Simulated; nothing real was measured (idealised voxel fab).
Documented hereafter: the process module known as voxel wiring stack.
The figure presents cross-section cut, which has a width of 235 nm and is divided into square cells with an edge length of 5 nm.
Each cross-section below is a grid of square cells, stated as bands in top-down order, with one or more rows of cells making up each band. This entry defines a band. It first specifies the height of the band's top and the height of its bottom in nm, and then specifies the band's materials from left to right, stating each material with its width in nm. The word "everywhere" identifies a single material that fills the band from edge to edge, while the word "air" identifies empty space. It should be noted that heights are counted from 0, beneath which the wafer as supplied is of one material throughout, and that the lowest band possesses no lower boundary but continues downward, as written in "z 0 and below". The notation "30->40" denotes a width that varies across the rows of cells in the band, beginning at the first number in the top row, finishing at the second number in the bottom row, and changing by an identical amount from each row to the next. Where a step carries "identical to before", the cross-section came out of it unchanged, cell for cell. Each empty space that has no open way to the top and spans at least 8 cells appears under "Closed-off voids" as width x height at distance, the distance counted from the left edge, all in nm. after a step's settings: what the simulator itself notes on the step. The line of a step may include "overlay nm". On a step with a mask, this value is how far to the right of its planned place the mask lay. A negative value means the mask lay to the left.
The steps planned for the process are as follows:
- 1: RECEIVE,material Si
- 2: CONFORMAL_DEP,material SiO2,thk nm 15
- 3: DIRECTIONAL_DEP,material TiN,thk nm 5
- 4: DIRECTIONAL_DEP,material Ru,thk nm 25
- 5: MASKED_ETCH,tone cover,mask id METAL_1,width nm 20,pitch nm 45,etch materials Ru,depth nm 25,overlay nm 0
- 6: MASKED_ETCH,tone cover,mask id METAL_1,width nm 20,pitch nm 45,etch materials TiN,depth nm 5,overlay nm 0
- 7: FILL_DEP,material SiO2,thk nm 10
- 8: CMP,height nm 45
- 9: CONFORMAL_DEP,material SiCN,thk nm 5
- 10: DIRECTIONAL_DEP,material lowk,thk nm 10
- 11: DIRECTIONAL_DEP,material aC,thk nm 15
- 12: PATTERN,tone open,mask id PLUG_1,material resist,width nm 15,pitch nm 90,thk nm 35,overlay nm 0
- 13: DIRECTIONAL_ETCH,etch materials aC,depth nm 15
- 14: STRIP,etch materials resist
- 15: DIRECTIONAL_ETCH,etch materials lowk,depth nm 10
- 16: DIRECTIONAL_ETCH,etch materials SiCN,depth nm 5
- 17: STRIP,etch materials aC
- 18: CONFORMAL_DEP,material TiN,thk nm 5
- 19: FILL_DEP,material Cu,thk nm 10
- 20: CMP,height nm 60
- 21: DIRECTIONAL_DEP,material TiN,thk nm 5
- 22: DIRECTIONAL_DEP,material W,thk nm 15
- 23: MASKED_ETCH,tone cover,mask id METAL_2,width nm 20,pitch nm 45,etch materials W,depth nm 15,overlay nm 0
- 24: MASKED_ETCH,tone cover,mask id METAL_2,width nm 20,pitch nm 45,etch materials TiN,depth nm 5,overlay nm 0
- 25: CONFORMAL_DEP,material SiCN,thk nm 5
- 26: FILL_DEP,material lowk,thk nm 10
- 27: CMP,height nm 80
- 28: CONFORMAL_DEP,material SiN,thk nm 5
What follows covers the first of two wafers; it ran as planned:
Incoming wafer, cross-sectional view, post step 1:
	z 0 and below  Si everywhere
	Closed-off voids: none
Step 2 done - wafer cross-section:
	z 15 to 0  SiO2 everywhere
	Under the height 0 nothing was changed.
Step 3 done - wafer cross-section:
	z 20 to 15  TiN everywhere
	Under the height 15 nothing was changed.
Step 4 done - wafer cross-section:
	z 45 to 20  Ru everywhere
	Under the height 20 nothing was changed.
Step 5 done - wafer cross-section:
	z 45 to 20  air: 40  Ru: 20  air: 25  Ru: 20  air: 25  Ru: 20  air: 25  Ru: 20  air: 40
	Under the height 20 nothing was changed.
Step 6 done - wafer cross-section:
	z 45 to 20  air: 40  Ru: 20  air: 25  Ru: 20  air: 25  Ru: 20  air: 25  Ru: 20  air: 40
	z 20 to 15  air: 40  TiN: 20  air: 25  TiN: 20  air: 25  TiN: 20  air: 25  TiN: 20  air: 40
	Under the height 15 nothing was changed.
Step 7 done - wafer cross-section:
	z 55 to 45  SiO2 everywhere
	z 45 to 20  SiO2: 40  Ru: 20  SiO2: 25  Ru: 20  SiO2: 25  Ru: 20  SiO2: 25  Ru: 20  SiO2: 40
	z 20 to 15  SiO2: 40  TiN: 20  SiO2: 25  TiN: 20  SiO2: 25  TiN: 20  SiO2: 25  TiN: 20  SiO2: 40
	Under the height 15 nothing was changed.
Step 8 done - wafer cross-section:
	z 45 to 20  SiO2: 40  Ru: 20  SiO2: 25  Ru: 20  SiO2: 25  Ru: 20  SiO2: 25  Ru: 20  SiO2: 40
	Under the height 20 nothing was changed.
Step 9 done - wafer cross-section:
	z 50 to 45  SiCN everywhere
	Under the height 45 nothing was changed.
Step 10 done - wafer cross-section:
	z 60 to 50  lowk everywhere
	Under the height 50 nothing was changed.
Step 11 done - wafer cross-section:
	z 75 to 60  aC everywhere
	Under the height 60 nothing was changed.
Step 12 done - wafer cross-section:
	z 110 to 75  resist: 40  air: 15  resist: 75  air: 15  resist: 90
	Under the height 75 nothing was changed.
Step 13 done - wafer cross-section:
	z 95 to 75  resist: 40  air: 15  resist: 75  air: 15  resist: 90
	z 75 to 60  aC: 40  air: 15  aC: 75  air: 15  aC: 90
	Under the height 60 nothing was changed.
Step 14 done - wafer cross-section:
	z 75 to 60  aC: 40  air: 15  aC: 75  air: 15  aC: 90
	Under the height 60 nothing was changed.
Step 15 done - wafer cross-section:
	z 75 to 60  aC: 40  air: 15  aC: 75  air: 15  aC: 90
	z 60 to 50  lowk: 40  air: 15  lowk: 75  air: 15  lowk: 90
	Under the height 50 nothing was changed.
Step 16 done - wafer cross-section:
	z 75 to 60  aC: 40  air: 15  aC: 75  air: 15  aC: 90
	z 60 to 50  lowk: 40  air: 15  lowk: 75  air: 15  lowk: 90
	z 50 to 45  SiCN: 40  air: 15  SiCN: 75  air: 15  SiCN: 90
	Under the height 45 nothing was changed.
Step 17 done - wafer cross-section:
	z 60 to 50  lowk: 40  air: 15  lowk: 75  air: 15  lowk: 90
	Under the height 50 nothing was changed.
Step 18 done - wafer cross-section:
	z 65 to 60  TiN: 45  air: 5  TiN: 85  air: 5  TiN: 95
	z 60 to 50  lowk: 40  TiN: 5  air: 5  TiN: 5  lowk: 75  TiN: 5  air: 5  TiN: 5  lowk: 90
	z 50 to 45  SiCN: 40  TiN: 15  SiCN: 75  TiN: 15  SiCN: 90
	Under the height 45 nothing was changed.
Step 19 done - wafer cross-section:
	z 75 to 65  Cu everywhere
	z 65 to 60  TiN: 45  Cu: 5  TiN: 85  Cu: 5  TiN: 95
	z 60 to 50  lowk: 40  TiN: 5  Cu: 5  TiN: 5  lowk: 75  TiN: 5  Cu: 5  TiN: 5  lowk: 90
	Under the height 50 nothing was changed.
Step 20 done - wafer cross-section:
	z 60 to 50  lowk: 40  TiN: 5  Cu: 5  TiN: 5  lowk: 75  TiN: 5  Cu: 5  TiN: 5  lowk: 90
	Under the height 50 nothing was changed.
Step 21 done - wafer cross-section:
	z 65 to 60  TiN everywhere
	Under the height 60 nothing was changed.
Step 22 done - wafer cross-section:
	z 80 to 65  W everywhere
	Under the height 65 nothing was changed.
Step 23 done - wafer cross-section:
	z 80 to 65  air: 40  W: 20  air: 25  W: 20  air: 25  W: 20  air: 25  W: 20  air: 40
	Under the height 65 nothing was changed.
Step 24 done - wafer cross-section:
	z 80 to 65  air: 40  W: 20  air: 25  W: 20  air: 25  W: 20  air: 25  W: 20  air: 40
	z 65 to 60  air: 40  TiN: 20  air: 25  TiN: 20  air: 25  TiN: 20  air: 25  TiN: 20  air: 40
	Under the height 60 nothing was changed.
Step 25 done - wafer cross-section:
	z 85 to 80  air: 35  SiCN: 30  air: 15  SiCN: 30  air: 15  SiCN: 30  air: 15  SiCN: 30  air: 35
	z 80 to 65  air: 35  SiCN: 5  W: 20  SiCN: 5  air: 15  SiCN: 5  W: 20  SiCN: 5  air: 15  SiCN: 5  W: 20  SiCN: 5  air: 15  SiCN: 5  W: 20  SiCN: 5  air: 35
	z 65 to 60  SiCN: 40  TiN: 20  SiCN: 25  TiN: 20  SiCN: 25  TiN: 20  SiCN: 25  TiN: 20  SiCN: 40
	Under the height 60 nothing was changed.
Step 26 done - wafer cross-section:
	z 95 to 85  lowk everywhere
	z 85 to 80  lowk: 35  SiCN: 30  lowk: 15  SiCN: 30  lowk: 15  SiCN: 30  lowk: 15  SiCN: 30  lowk: 35
	z 80 to 65  lowk: 35  SiCN: 5  W: 20  SiCN: 5  lowk: 15  SiCN: 5  W: 20  SiCN: 5  lowk: 15  SiCN: 5  W: 20  SiCN: 5  lowk: 15  SiCN: 5  W: 20  SiCN: 5  lowk: 35
	Under the height 65 nothing was changed.
Step 27 done - wafer cross-section:
	z 80 to 65  lowk: 35  SiCN: 5  W: 20  SiCN: 5  lowk: 15  SiCN: 5  W: 20  SiCN: 5  lowk: 15  SiCN: 5  W: 20  SiCN: 5  lowk: 15  SiCN: 5  W: 20  SiCN: 5  lowk: 35
	Under the height 65 nothing was changed.
Step 28 done - wafer cross-section:
	z 85 to 80  SiN everywhere
	Under the height 80 nothing was changed.
Second wafer: same start and same plan as the first, one execution error; identical to the first through step 24:
Second wafer, cut view, end of step 25 per plan:
	z 85 to 80  air: 35  Cu: 30  air: 15  Cu: 30  air: 15  Cu: 30  air: 15  Cu: 30  air: 35
	z 80 to 65  air: 35  Cu: 5  W: 20  Cu: 5  air: 15  Cu: 5  W: 20  Cu: 5  air: 15  Cu: 5  W: 20  Cu: 5  air: 15  Cu: 5  W: 20  Cu: 5  air: 35
	z 65 to 60  Cu: 40  TiN: 20  Cu: 25  TiN: 20  Cu: 25  TiN: 20  Cu: 25  TiN: 20  Cu: 40
	Under the height 60 nothing was changed.
Second wafer, cut view, end of step 26 per plan:
	z 95 to 85  lowk everywhere
	z 85 to 80  lowk: 35  Cu: 30  lowk: 15  Cu: 30  lowk: 15  Cu: 30  lowk: 15  Cu: 30  lowk: 35
	z 80 to 65  lowk: 35  Cu: 5  W: 20  Cu: 5  lowk: 15  Cu: 5  W: 20  Cu: 5  lowk: 15  Cu: 5  W: 20  Cu: 5  lowk: 15  Cu: 5  W: 20  Cu: 5  lowk: 35
	Under the height 65 nothing was changed.
Second wafer, cut view, end of step 27 per plan:
	z 80 to 65  lowk: 35  Cu: 5  W: 20  Cu: 5  lowk: 15  Cu: 5  W: 20  Cu: 5  lowk: 15  Cu: 5  W: 20  Cu: 5  lowk: 15  Cu: 5  W: 20  Cu: 5  lowk: 35
	Under the height 65 nothing was changed.
Second wafer, cut view, end of step 28 per plan:
	z 85 to 80  SiN everywhere
	Under the height 80 nothing was changed.
So what did we get wrong on this run? step 25 was run on a setting that differed from the plan, and what really ran there is CONFORMAL_DEP,material Cu,thk nm 5
Final difference in cells, second wafer against first, listed per material as more or fewer: Cu +55 | SiCN -55
